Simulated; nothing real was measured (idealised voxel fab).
process module | voxel transistor to metal
cross-section cut | 205 nm wide | cells 5 nm
A cross-section is a grid of square cells, given in bands from the top down. A band is one or more rows of cells.
Each band's line starts with the height of the band's top and of its bottom, in nm. Then come its materials from left to right, each with its width in nm. One material with "throughout" fills the band from edge to edge. "air" is empty space.
Height 0 is the level under which the wafer as received is all one material. The lowest band goes on downwards, as in "0 down".
A width such as "30 to 40" changes by the same amount from each row of cells to the next, from the band's top row to its bottom row.
"no change" after a step means that no cell of the cross-section changed.
closed voids: empty space of 8 cells or more with no open way to the top, each as width x height at its distance from the left edge, in nm
after a step's settings: what the simulator itself notes on the step
overlay nm, on a step with a mask: how far to the right of its planned place the mask lay; to the left if negative
plan
1 op RECEIVE | material Si
2 op CONFORMAL_DEP | material SiO2 | thk nm 5
3 op CONFORMAL_DEP | material SiN | thk nm 10
4 op DIRECTIONAL_DEP | material aC | thk nm 10
5 op PATTERN | tone cover | mask id ACTIVE | material resist | width nm 120 | thk nm 30 | overlay nm 0
6 op DIRECTIONAL_ETCH | etch materials aC | depth nm 10
7 op STRIP | etch materials resist
8 op DIRECTIONAL_ETCH | etch materials SiN | depth nm 10
9 op DIRECTIONAL_ETCH | etch materials SiO2 | depth nm 5
10 op DIRECTIONAL_ETCH | etch materials Si | depth nm 30
11 op STRIP | etch materials aC
12 op FILL_DEP | material SiO2 | thk nm 10
13 op CMP | height nm 15
14 op SELECTIVE_ETCH | etch materials SiO2 | depth nm 5
15 op STRIP | etch materials SiN
16 op SELECTIVE_ETCH | etch materials SiO2 | depth nm 5
17 op OXIDIZE | depth nm 5
18 op DIRECTIONAL_DEP | material polySi | thk nm 30
19 op DIRECTIONAL_DEP | material SiCN | thk nm 15
20 op MASKED_ETCH | tone cover | mask id GATE | width nm 20 | etch materials SiCN | depth nm 25 | overlay nm 0
21 op MASKED_ETCH | tone cover | mask id GATE | width nm 20 | etch materials polySi | depth nm 40 | overlay nm 0
22 op CONFORMAL_DEP | material SiN | thk nm 5
23 op DIRECTIONAL_ETCH | etch materials SiN | depth nm 5
24 op DIRECTIONAL_ETCH | etch materials SiO2 | depth nm 5
25 op DIRECTIONAL_ETCH | etch materials Si | depth nm 5
26 op EPI | material SiGe | thk nm 10
27 op FILL_DEP | material SiO2 | thk nm 5
28 op CMP | height nm 45
29 op DIRECTIONAL_DEP | material SiO2 | thk nm 10
30 op PATTERN | tone open | mask id CONTACT | material resist | width nm 20 | pitch nm 80 | thk nm 20 | overlay nm 0
31 op DIRECTIONAL_ETCH | etch materials SiO2 | depth nm 55
32 op STRIP | etch materials resist
33 op CONFORMAL_DEP | material TiN | thk nm 5
34 op FILL_DEP | material W | thk nm 10
35 op CMP | height nm 55
36 op DIRECTIONAL_DEP | material TiN | thk nm 5
37 op DIRECTIONAL_DEP | material W | thk nm 15
38 op DIRECTIONAL_DEP | material aC | thk nm 10
39 op PATTERN | tone cover | mask id METAL_1 | material resist | width nm 20 | pitch nm 80 | thk nm 30 | overlay nm 0
40 op DIRECTIONAL_ETCH | etch materials aC | depth nm 10
41 op STRIP | etch materials resist
42 op DIRECTIONAL_ETCH | etch materials W | depth nm 15
43 op DIRECTIONAL_ETCH | etch materials TiN | depth nm 5
44 op STRIP | etch materials aC
45 op CONFORMAL_DEP | material SiN | thk nm 5
46 op FILL_DEP | material SiO2 | thk nm 10
47 op CMP | height nm 75
48 op CONFORMAL_DEP | material SiCN | thk nm 5
49 op DIRECTIONAL_DEP | material SiO2 | thk nm 30
50 op MASKED_ETCH | tone open | mask id METAL_2_HOLES | width nm 15 | pitch nm 80 | etch materials SiO2 | depth nm 30 | overlay nm 0
51 op PATTERN | tone open | mask id METAL_2 | material resist | width nm 20 | pitch nm 80 | thk nm 15 | overlay nm 0
52 op DIRECTIONAL_ETCH | etch materials SiO2 | depth nm 20
53 op DIRECTIONAL_ETCH | etch materials SiCN | depth nm 5
54 op STRIP | etch materials resist
55 op CONFORMAL_DEP | material TiN | thk nm 5
56 op FILL_DEP | material Cu | thk nm 5
57 op CMP | height nm 110
58 op CONFORMAL_DEP | material SiCN | thk nm 5
as received, after step 1
  0 down: Si throughout
  closed voids: none
first wafer at the end, as planned
  115 to 110: SiCN throughout
  110 to 95: SiO2 50 | TiN 5 | Cu 10 | TiN 5 | SiO2 60 | TiN 5 | Cu 10 | TiN 5 | SiO2 55
  95 to 90: SiO2 50 | TiN 5 | Cu 5 | TiN 10 | SiO2 60 | TiN 5 | Cu 5 | TiN 10 | SiO2 55
  90 to 80: SiO2 50 | TiN 5 | Cu 5 | TiN 5 | SiO2 65 | TiN 5 | Cu 5 | TiN 5 | SiO2 60
  80 to 75: SiCN 50 | TiN 15 | SiCN 65 | TiN 15 | SiCN 60
  75 to 60: SiO2 45 | SiN 5 | W 20 | SiN 5 | SiO2 50 | SiN 5 | W 20 | SiN 5 | SiO2 50
  60 to 55: SiN 50 | TiN 20 | SiN 60 | TiN 20 | SiN 55
  55 to 45: SiO2 50 | TiN 5 | W 10 | TiN 5 | SiO2 60 | TiN 5 | W 10 | TiN 5 | SiO2 55
  45 to 30: SiO2 50 | TiN 5 | W 10 | TiN 5 | SiO2 15 | SiN 5 | SiCN 20 | SiN 5 | SiO2 15 | TiN 5 | W 10 | TiN 5 | SiO2 55
  30 to 5: SiO2 50 | TiN 5 | W 10 | TiN 5 | SiO2 15 | SiN 5 | polySi 20 | SiN 5 | SiO2 15 | TiN 5 | W 10 | TiN 5 | SiO2 55
  5 to 0: SiO2 35 | SiN 5 | SiO2 10 | TiN 20 | SiO2 5 | SiGe 10 | SiN 5 | polySi 20 | SiN 5 | SiGe 10 | SiO2 5 | TiN 20 | SiO2 10 | SiN 5 | SiO2 40
  0 to -5: SiO2 40 | SiGe 45 | SiO2 30 | SiGe 45 | SiO2 45
  -5 to -10: SiO2 40 | SiGe 45 | Si 30 | SiGe 45 | SiO2 45
  -10 to -30: SiO2 40 | Si 120 | SiO2 45
  -30 down: Si throughout
  closed voids: none
second wafer at the end: like start, like plan, one mistake
  115 to 110: SiCN throughout
  110 to 95: SiO2 50 | TiN 5 | Cu 10 | TiN 5 | SiO2 60 | TiN 5 | Cu 10 | TiN 5 | SiO2 55
  95 to 90: SiO2 50 | TiN 5 | Cu 5 | TiN 10 | SiO2 60 | TiN 5 | Cu 5 | TiN 10 | SiO2 55
  90 to 80: SiO2 50 | TiN 5 | Cu 5 | TiN 5 | SiO2 65 | TiN 5 | Cu 5 | TiN 5 | SiO2 60
  80 to 75: SiCN 50 | TiN 15 | SiCN 65 | TiN 15 | SiCN 60
  75 to 60: SiO2 45 | SiN 5 | W 20 | SiN 5 | SiO2 50 | SiN 5 | W 20 | SiN 5 | SiO2 50
  60 to 55: SiN 50 | TiN 20 | SiN 60 | TiN 20 | SiN 55
  55 to 45: SiO2 50 | TiN 5 | W 10 | TiN 5 | SiO2 60 | TiN 5 | W 10 | TiN 5 | SiO2 55
  45 to 30: SiO2 50 | TiN 5 | W 10 | TiN 5 | SiO2 15 | SiN 5 | SiCN 20 | SiN 5 | SiO2 15 | TiN 5 | W 10 | TiN 5 | SiO2 55
  30 to 5: SiO2 50 | TiN 5 | W 10 | TiN 5 | SiO2 15 | SiN 5 | polySi 20 | SiN 5 | SiO2 15 | TiN 5 | W 10 | TiN 5 | SiO2 55
  5 to 0: SiO2 35 | SiN 5 | SiO2 10 | TiN 20 | SiO2 5 | SiGe 10 | SiN 5 | polySi 20 | SiN 5 | SiGe 10 | SiO2 5 | TiN 20 | SiO2 10 | SiN 5 | SiO2 40
  0 to -5: SiO2 40 | SiGe 45 | SiO2 30 | SiGe 45 | SiO2 45
  -5 to -10: SiO2 40 | SiGe 45 | Si 30 | SiGe 45 | SiO2 45
  -10 to -60: SiO2 40 | Si 120 | SiO2 45
  -60 down: Si throughout
  closed voids: none
what went wrong: step 10 was run twice
at the end the second wafer has, in cells: 102 fewer of Si | 102 more of SiO2
